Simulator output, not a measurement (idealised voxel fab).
The following is a process module called voxel self aligned contacts.
Square cell edge 5 nm, section width 285 nm, ID cut.
Square cells in a grid make up a cross-section in this document, and the grid is given as bands, listed from the top down, each one or more rows of cells.
Within each band entry, the heights of the top and of the bottom of the band appear first, in that order and in nm; the materials of the band then follow from left to right, each with its corresponding width in nm. The designation "everywhere" on a single material indicates that it fills the band from edge to edge; the designation "empty" indicates empty space.
The level at which height equals 0 is the one under which the wafer, as it arrives, is entirely one material. No lower edge exists for the bottom band, which continues downward and is notated as in "0 -> down".
Read "30..40" as a graded width: first number on top, second number at the bottom, same change between each pair of neighbouring rows.
"identical to before" means the step left every cell of the cross-section as it was.
"Trapped cavities" contains a list of empty spaces, each no smaller than 8 cells and without an open way to the top, written in the form width x height at distance with the distance from the left edge and all three in nm.
Heads up: the bit after the settings on a step's line is the simulator's remark on that step.
The "overlay nm" setting may appear on a step's line; for a step that uses a mask, it gives how far to the right of its planned position the mask lay, and a negative value indicates the left.
[Here's what the planned process steps look like]
1: RECEIVE [material Si]
2: OXIDIZE [depth nm 5]
3: DIRECTIONAL_DEP [material polySi] [thk nm 20]
4: DIRECTIONAL_DEP [material SiN] [thk nm 20]
5: PATTERN [tone cover] [mask id GATE] [material resist] [width nm 30] [pitch nm 65] [thk nm 20] [overlay nm 0]
6: DIRECTIONAL_ETCH [etch materials SiN] [depth nm 20]
7: DIRECTIONAL_ETCH [etch materials polySi] [depth nm 20]
8: STRIP [etch materials resist]
9: CONFORMAL_DEP [material SiN] [thk nm 10]
10: DIRECTIONAL_ETCH [etch materials SiN] [depth nm 10]
11: FILL_DEP [material SiO2] [thk nm 15]
12: CMP [height nm 50]
13: MASKED_ETCH [tone open] [mask id CONTACT] [width nm 45] [etch materials SiO2] [depth nm 55] [overlay nm 0]
14: CONFORMAL_DEP [material TiN] [thk nm 5]
15: FILL_DEP [material W] [thk nm 10]
16: CMP [height nm 50]
17: CONFORMAL_DEP [material SiN] [thk nm 5]
[Cross-section: wafer on arrival = after step 1]
	0 -> down  Si everywhere
	Trapped cavities: none
[Post-module cross-section of the first of two wafers (run per plan)]
	55 -> 50  SiN everywhere
	50 -> 40  SiO2 (120) / TiN (5..20) / W (35..5) / TiN (5..20) / SiO2 (120)
	40 -> 20  SiO2 (85) / SiN (50) / TiN (5) / W (5) / TiN (5) / SiN (50) / SiO2 (85)
	20 -> 0  SiO2 (85) / SiN (10) / polySi (30) / SiN (10) / TiN (5) / W (5) / TiN (5) / SiN (10) / polySi (30) / SiN (10) / SiO2 (85)
	0 -> -5  SiO2 (135) / TiN (15) / SiO2 (135)
	-5 -> down  Si everywhere
	Trapped cavities: none
[Now the second wafer, cross-sectioned at the end of the module. Nothing different at the start, nothing different in the plan compared with the first, just one mistake when it was actually run]
	55 -> 50  SiN everywhere
	50 -> 45  SiO2 (120) / TiN (5) / W (35) / TiN (5) / SiO2 (120)
	45 -> 40  SiO2 (120) / TiN (45) / SiO2 (120)
	40 -> 20  SiN (105) / SiO2 (10) / SiN (55) / SiO2 (10) / SiN (105)
	20 -> 0  polySi (95) / SiN (10) / SiO2 (10) / SiN (10) / polySi (35) / SiN (10) / SiO2 (10) / SiN (10) / polySi (95)
	0 -> -5  SiO2 everywhere
	-5 -> down  Si everywhere
	Trapped cavities: none
Deviation from plan: step 5 ran differently from the plan; actual operation with settings: PATTERN [tone open] [mask id GATE] [material resist] [width nm 30] [pitch nm 65] [thk nm 20] [overlay nm 0]
Materials where the second wafer ends with more or fewer cells than the first: +132 SiN | -237 SiO2 | -18 TiN | -9 W | +132 polySi
